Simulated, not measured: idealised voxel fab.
You're looking at the process module voxel ribs on slabs.
In the cross-section labelled cut, the width is 190 nm and each square cell is 5 nm.
A cross-section in this document is a grid of square cells, and it is written down as bands, the top band listed before the ones below it; a band is made up of one or more rows of cells.
A band entry consists of two parts. The first gives the height of the band's top and the height of its bottom, in nm. The rest lists the band's materials from left to right, each with its width in nm. A single material labelled with the word "all across" fills the band from edge to edge, and the word "blank" marks empty space.
Zero point of the height axis is 0; under it, received wafer = one material. Lowest band: continues down indefinitely, "0 and below".
Per-row width for "30 to 40": begins at first number (top row of band), ends at second number (bottom row), increment between rows held constant.
You'll sometimes find "everything unchanged" written for a step, and that's the way of saying that nowhere in the cross-section did a cell change during that step.
Listed in "Enclosed voids": every empty space of 8 or more cells without an open way to the top. Form: width x height at distance, the distance being from the left edge, all in nm.
On each step's line, the part that comes after the settings is the simulator's own comment on the step.
overlay nm, on a step with a mask: how far to the right of its planned place the mask lay; to the left if negative
Here's what the planned process steps look like
step 1: RECEIVE: material Si
step 2: DIRECTIONAL_DEP: material SiO2, thk nm 30
step 3: DIRECTIONAL_DEP: material polySi, thk nm 20
step 4: PATTERN: tone cover, mask id RIB, material resist, width nm 30, thk nm 20, overlay nm 0
step 5: DIRECTIONAL_ETCH: etch materials polySi, depth nm 15
step 6: STRIP: etch materials resist
step 7: PATTERN: tone cover, mask id SLAB, material resist, width nm 80, thk nm 15, overlay nm 0
step 8: DIRECTIONAL_ETCH: etch materials polySi, depth nm 5
step 9: STRIP: etch materials resist
step 10: FILL_DEP: material SiO2, thk nm 20
step 11: CMP: height nm 50
step 12: DIRECTIONAL_DEP: material W, thk nm 5
step 13: MASKED_ETCH: tone cover, mask id HEATER, width nm 40, etch materials W, depth nm 5, overlay nm 0
step 14: CONFORMAL_DEP: material SiO2, thk nm 5
The wafers in this document start out alike and differ in the height nm applied at step 11; the plan shows the value used for the first wafer.
Cross-section of the first of several received wafers, showing its state after step 1
0 and below: Si all across
Enclosed voids: none
After the module's final step, step 14: the first of several wafers in cross-section
60 down to 55: 70 nm blank, 50 nm SiO2, 70 nm blank
55 down to 50: 75 nm SiO2, 40 nm W, 75 nm SiO2
50 down to 35: 80 nm SiO2, 30 nm polySi, 80 nm SiO2
35 down to 30: 55 nm SiO2, 80 nm polySi, 55 nm SiO2
30 down to 0: SiO2 all across
0 and below: Si all across
Enclosed voids: none
Cross-section at module completion, last wafer
80 down to 75: 70 nm blank, 50 nm SiO2, 70 nm blank
75 down to 70: 75 nm SiO2, 40 nm W, 75 nm SiO2
70 down to 50: SiO2 all across
50 down to 35: 80 nm SiO2, 30 nm polySi, 80 nm SiO2
35 down to 30: 55 nm SiO2, 80 nm polySi, 55 nm SiO2
30 down to 0: SiO2 all across
0 and below: Si all across
Enclosed voids: none
Note: the following table is arranged by wafer, a row apiece. Each row reports the end-of-module state: per material, cells gained (+) or cells lost (-) compared with the wafer as received; closed voids follow
height nm 50, +386 SiO2, +8 W, +34 polySi, Enclosed voids: none
height nm 55, +424 SiO2, +8 W, +34 polySi, Enclosed voids: none
height nm 60, +462 SiO2, +8 W, +34 polySi, Enclosed voids: none
height nm 65, +500 SiO2, +8 W, +34 polySi, Enclosed voids: none
height nm 70, +538 SiO2, +8 W, +34 polySi, Enclosed voids: none
